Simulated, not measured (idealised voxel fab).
process module | voxel self aligned contacts
cross-section cut | 210 nm wide | cells 5 nm
A cross-section is a grid of square cells, given in bands from the top down. A band is one or more rows of cells.
Each band's line starts with the height of the band's top and of its bottom, in nm. Then come its materials from left to right, each with its width in nm. One material with "throughout" fills the band from edge to edge. "air" is empty space.
Height 0 is the level under which the wafer as received is all one material. The lowest band goes on downwards, as in "0 down".
A width such as "30 to 40" changes by the same amount from each row of cells to the next, from the band's top row to its bottom row.
"no change" after a step means that no cell of the cross-section changed.
closed voids: empty space of 8 cells or more with no open way to the top, each as width x height at its distance from the left edge, in nm
after a step's settings: what the simulator itself notes on the step
overlay nm, on a step with a mask: how far to the right of its planned place the mask lay; to the left if negative
plan
1 op RECEIVE | material Si
2 op CONFORMAL_DEP | material SiO2 | thk nm 5
3 op DIRECTIONAL_DEP | material polySi | thk nm 20
4 op DIRECTIONAL_DEP | material SiN | thk nm 25
5 op PATTERN | tone cover | mask id GATE | material resist | width nm 25 | pitch nm 65 | thk nm 20 | overlay nm 0
6 op DIRECTIONAL_ETCH | etch materials SiN | depth nm 25
7 op DIRECTIONAL_ETCH | etch materials polySi | depth nm 20
8 op STRIP | etch materials resist
9 op CONFORMAL_DEP | material SiN | thk nm 10
10 op DIRECTIONAL_ETCH | etch materials SiN | depth nm 10
11 op FILL_DEP | material SiO2 | thk nm 15
12 op CMP | height nm 60
13 op PATTERN | tone open | mask id CONTACT | material resist | width nm 50 | thk nm 20 | overlay nm 0
14 op DIRECTIONAL_ETCH | etch materials SiO2 | depth nm 60
15 op STRIP | etch materials resist
16 op CONFORMAL_DEP | material TiN | thk nm 5
17 op FILL_DEP | material W | thk nm 10
18 op CMP | height nm 60
19 op CONFORMAL_DEP | material SiCN | thk nm 5
as received, after step 1
  0 down: Si throughout
  closed voids: none
a wafer at the end: this start, this plan, one mistake
  65 to 60: SiCN throughout
  60 to 50: SiO2 80 | TiN 5 to 10 | W 40 to 10 | TiN 5 to 30 | SiO2 80
  50 to 25: SiO2 40 | SiN 45 | TiN 5 | W 10 | TiN 5 | SiN 45 | SiO2 60
  25 to 5: SiO2 40 | SiN 10 | polySi 25 | SiN 10 | TiN 5 | W 10 | TiN 5 | SiN 10 | polySi 25 | SiN 10 | SiO2 60
  5 to 0: SiO2 85 | TiN 20 | SiO2 105
  0 down: Si throughout
  closed voids: none
what went wrong: step 5 ran as: op PATTERN | tone cover | mask id GATE | material resist | width nm 25 | pitch nm 65 | thk nm 20 | overlay nm -10
